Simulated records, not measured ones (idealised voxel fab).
The following is a process module called voxel self aligned vias.
Xsec cut, 275 nm wide, square cell size 5 nm.
Cross-section = grid of square cells, listed top down in bands; band = one or more rows.
Look at the band entry: it leads with the top's height and the bottom's height in nm. Then it lists the materials left to right, with a width in nm for each. The word "all across" on a single material says that material fills the band edge to edge. The word "blank" is empty space.
Heights are measured from 0, the level below which the as-received wafer is all one material; the lowest band has no bottom and continues downward, written as in "0 nm and below".
Width "30 to 40": first value at the band's top row of cells, second value at its bottom row, equal change from row to row.
"everything unchanged" after a step means that no cell of the cross-section changed.
Enclosed internal cavities: empty space of 8 cells or more with no open way to the top, each as width x height at its distance from the left edge, in nm
after a step's settings: what the simulator itself notes on the step
"overlay nm" denotes, for a step that has a mask, the displacement of the mask to the right of its planned place, with negative values corresponding to the left.

Listed below are the process steps as planned
1 RECEIVE: material Si
2 CONFORMAL_DEP: material SiO2, thk nm 15
3 CONFORMAL_DEP: material SiCN, thk nm 5
4 DIRECTIONAL_DEP: material lowk, thk nm 20
5 PATTERN: tone open, mask id LINES, material resist, width nm 25, pitch nm 60, thk nm 15, overlay nm 0
6 DIRECTIONAL_ETCH: etch materials lowk, depth nm 20
7 STRIP: etch materials resist
8 CONFORMAL_DEP: material TiN, thk nm 5
9 FILL_DEP: material Ru, thk nm 5
10 CMP: height nm 40
11 SELECTIVE_ETCH: etch materials W Ru TiN, depth nm 10
12 FILL_DEP: material SiN, thk nm 5
13 CMP: height nm 40
14 DIRECTIONAL_DEP: material lowk, thk nm 15
15 PATTERN: tone open, mask id VIAS, material resist, width nm 35, pitch nm 60, thk nm 15, overlay nm 0
16 DIRECTIONAL_ETCH: etch materials lowk, depth nm 15
17 DIRECTIONAL_ETCH: etch materials SiN, depth nm 10
18 STRIP: etch materials resist
19 CONFORMAL_DEP: material TiN, thk nm 5
20 FILL_DEP: material Cu, thk nm 10
21 CMP: height nm 55
22 CONFORMAL_DEP: material SiCN, thk nm 5

First of two wafers, with the run carried out as planned

Cross-section of the incoming wafer, state after step 1
    0 nm and below: Si all across
    Enclosed internal cavities: none

Cross-section of the wafer after step 2
    15 nm to 0 nm: SiO2 all across
    Below a height of 0, the structure has not been altered.

Cross-section of the wafer after step 3
    20 nm to 15 nm: SiCN all across
    Below a height of 15, the structure has not been altered.

Cross-section of the wafer after step 4
    40 nm to 20 nm: lowk all across
    Below a height of 20, the structure has not been altered.

Cross-section of the wafer after step 5
    55 nm to 40 nm: 95 nm resist, 25 nm blank, 35 nm resist, 25 nm blank, 95 nm resist
    Below a height of 40, the structure has not been altered.

Cross-section of the wafer after step 6
    55 nm to 40 nm: 95 nm resist, 25 nm blank, 35 nm resist, 25 nm blank, 95 nm resist
    40 nm to 20 nm: 95 nm lowk, 25 nm blank, 35 nm lowk, 25 nm blank, 95 nm lowk
    Below a height of 20, the structure has not been altered.

Cross-section of the wafer after step 7
    40 nm to 20 nm: 95 nm lowk, 25 nm blank, 35 nm lowk, 25 nm blank, 95 nm lowk
    Below a height of 20, the structure has not been altered.

Cross-section of the wafer after step 8
    45 nm to 40 nm: 100 nm TiN, 15 nm blank, 45 nm TiN, 15 nm blank, 100 nm TiN
    40 nm to 25 nm: 95 nm lowk, 5 nm TiN, 15 nm blank, 5 nm TiN, 35 nm lowk, 5 nm TiN, 15 nm blank, 5 nm TiN, 95 nm lowk
    25 nm to 20 nm: 95 nm lowk, 25 nm TiN, 35 nm lowk, 25 nm TiN, 95 nm lowk
    Below a height of 20, the structure has not been altered.

Cross-section of the wafer after step 9
    50 nm to 45 nm: Ru all across
    45 nm to 40 nm: 100 nm TiN, 15 nm Ru, 45 nm TiN, 15 nm Ru, 100 nm TiN
    40 nm to 25 nm: 95 nm lowk, 5 nm TiN, 15 nm Ru, 5 nm TiN, 35 nm lowk, 5 nm TiN, 15 nm Ru, 5 nm TiN, 95 nm lowk
    Below a height of 25, the structure has not been altered.

Cross-section of the wafer after step 10
    40 nm to 25 nm: 95 nm lowk, 5 nm TiN, 15 nm Ru, 5 nm TiN, 35 nm lowk, 5 nm TiN, 15 nm Ru, 5 nm TiN, 95 nm lowk
    Below a height of 25, the structure has not been altered.

Cross-section of the wafer after step 11
    40 nm to 30 nm: 95 nm lowk, 25 nm blank, 35 nm lowk, 25 nm blank, 95 nm lowk
    Below a height of 30, the structure has not been altered.

Cross-section of the wafer after step 12
    45 nm to 40 nm: SiN all across
    40 nm to 30 nm: 95 nm lowk, 25 nm SiN, 35 nm lowk, 25 nm SiN, 95 nm lowk
    Below a height of 30, the structure has not been altered.

Cross-section of the wafer after step 13
    40 nm to 30 nm: 95 nm lowk, 25 nm SiN, 35 nm lowk, 25 nm SiN, 95 nm lowk
    Below a height of 30, the structure has not been altered.

Cross-section of the wafer after step 14
    55 nm to 40 nm: lowk all across
    Below a height of 40, the structure has not been altered.

Cross-section of the wafer after step 15
    70 nm to 55 nm: 90 nm resist, 35 nm blank, 25 nm resist, 35 nm blank, 90 nm resist
    Below a height of 55, the structure has not been altered.

Cross-section of the wafer after step 16
    70 nm to 55 nm: 90 nm resist, 35 nm blank, 25 nm resist, 35 nm blank, 90 nm resist
    55 nm to 40 nm: 90 nm lowk, 35 nm blank, 25 nm lowk, 35 nm blank, 90 nm lowk
    Below a height of 40, the structure has not been altered.

Cross-section of the wafer after step 17
    70 nm to 55 nm: 90 nm resist, 35 nm blank, 25 nm resist, 35 nm blank, 90 nm resist
    55 nm to 40 nm: 90 nm lowk, 35 nm blank, 25 nm lowk, 35 nm blank, 90 nm lowk
    40 nm to 30 nm: 95 nm lowk, 25 nm blank, 35 nm lowk, 25 nm blank, 95 nm lowk
    Below a height of 30, the structure has not been altered.

Cross-section of the wafer after step 18
    55 nm to 40 nm: 90 nm lowk, 35 nm blank, 25 nm lowk, 35 nm blank, 90 nm lowk
    Below a height of 40, the structure has not been altered.

Cross-section of the wafer after step 19
    60 nm to 55 nm: 95 nm TiN, 25 nm blank, 35 nm TiN, 25 nm blank, 95 nm TiN
    55 nm to 45 nm: 90 nm lowk, 5 nm TiN, 25 nm blank, 5 nm TiN, 25 nm lowk, 5 nm TiN, 25 nm blank, 5 nm TiN, 90 nm lowk
    45 nm to 35 nm: 90 to 95 nm lowk, 10 to 5 nm TiN, 15 nm blank, 10 to 5 nm TiN, 25 to 35 nm lowk, 10 to 5 nm TiN, 15 nm blank, 10 to 5 nm TiN, 90 to 95 nm lowk
    35 nm to 30 nm: 95 nm lowk, 25 nm TiN, 35 nm lowk, 25 nm TiN, 95 nm lowk
    Below a height of 30, the structure has not been altered.

Cross-section of the wafer after step 20
    70 nm to 60 nm: Cu all across
    60 nm to 55 nm: 95 nm TiN, 25 nm Cu, 35 nm TiN, 25 nm Cu, 95 nm TiN
    55 nm to 45 nm: 90 nm lowk, 5 nm TiN, 25 nm Cu, 5 nm TiN, 25 nm lowk, 5 nm TiN, 25 nm Cu, 5 nm TiN, 90 nm lowk
    45 nm to 35 nm: 90 to 95 nm lowk, 10 to 5 nm TiN, 15 nm Cu, 10 to 5 nm TiN, 25 to 35 nm lowk, 10 to 5 nm TiN, 15 nm Cu, 10 to 5 nm TiN, 90 to 95 nm lowk
    Below a height of 35, the structure has not been altered.

Cross-section of the wafer after step 21
    55 nm to 45 nm: 90 nm lowk, 5 nm TiN, 25 nm Cu, 5 nm TiN, 25 nm lowk, 5 nm TiN, 25 nm Cu, 5 nm TiN, 90 nm lowk
    Below a height of 45, the structure has not been altered.

Cross-section of the wafer after step 22
    60 nm to 55 nm: SiCN all across
    Below a height of 55, the structure has not been altered.

Second wafer: same start and same plan as the first, one execution error; identical to the first through step 21

Second wafer, section view, time point: scheduled end of step 22
    60 nm to 55 nm: TiN all across
    Below a height of 55, the structure has not been altered.
So what did we get wrong on this run? step 22 was processed under conditions differing from the plan, specifically as CONFORMAL_DEP: material TiN, thk nm 5
In the final state, the cell counts of the second wafer exceed or fall short of those of the first for the following materials: 55 fewer of SiCN; 55 more of TiN
